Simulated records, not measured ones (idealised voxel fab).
Documented hereafter: the process module known as voxel spacer lines.
cross-section cut | 260 nm wide | cells 5 nm
Bands, listed from the top down, are how a cross-section gets written in this document; the cross-section itself is a grid of square cells, and a band is one or more rows of them.
It is stipulated that each band's entry specify, in nanometres, the height of the top of the band and then that of its bottom, followed by the materials of the band in left-to-right sequence, each together with its width in nanometres. A single material marked by the word "all across" is understood to fill the band from edge to edge; the word "air" is understood to denote empty space.
We count height from 0. Below that, the starting wafer is all one material. The lowest band never ends at the bottom but goes on down; see "from 0 down" for how that is written.
Graded width ("30->40"): value in top row of band = first number; value in bottom row = second number; row-to-row change constant.
"no modifications" means the step left every cell of the cross-section as it was.
Reported under the label "Closed internal voids" are the empty spaces having no open way to the top and comprising 8 cells or more; the notation for each is width x height at distance, in which the distance is measured from the left edge and all three values are in nm.
Where a step's line continues beyond its settings, the continuation is a remark by the simulator itself on that step.
Steps that use a mask can have "overlay nm" on their line. It says how far the mask sat to the right of where it was meant to be. Negative means to the left.

Process steps (planned):
step 1: RECEIVE: material Si
step 2: CONFORMAL_DEP: material Al2O3, thk nm 5
step 3: DIRECTIONAL_DEP: material SiN, thk nm 15
step 4: DIRECTIONAL_DEP: material aC, thk nm 25
step 5: PATTERN: tone cover, mask id MANDREL, material resist, width nm 20, pitch nm 60, thk nm 35, overlay nm 0
step 6: DIRECTIONAL_ETCH: etch materials aC, depth nm 25
step 7: STRIP: etch materials resist
step 8: CONFORMAL_DEP: material SiO2, thk nm 10
step 9: DIRECTIONAL_ETCH: etch materials SiO2, depth nm 10
step 10: STRIP: etch materials aC
step 11: DIRECTIONAL_ETCH: etch materials SiN, depth nm 15
step 12: STRIP: etch materials SiO2

Received-state cross-section, reflecting completion of step 1:
- from 0 down: Si all across
- Closed internal voids: none

Looking at the first of two wafers in cross-section at end of module - ran to plan:
- from 20 to 5: air 80 | SiN 10 | air 20 | SiN 10 | air 20 | SiN 10 | air 20 | SiN 10 | air 80
- from 5 to 0: Al2O3 all across
- from 0 down: Si all across
- Closed internal voids: none

Second of two wafers, module complete, sectioned: it shares the first wafer's start and plan but was run with one mistake:
- from 30 to 15: air 80 | SiN 10 | air 20 | SiN 10 | air 20 | SiN 10 | air 20 | SiN 10 | air 80
- from 15 to 0: Al2O3 all across
- from 0 down: Si all across
- Closed internal voids: none
Finding, execution versus plan: planned and actual differ for step 2; actual: CONFORMAL_DEP: material Al2O3, thk nm 15
End of process, cell counts, second wafer against first, materials with more or fewer: +104 Al2O3
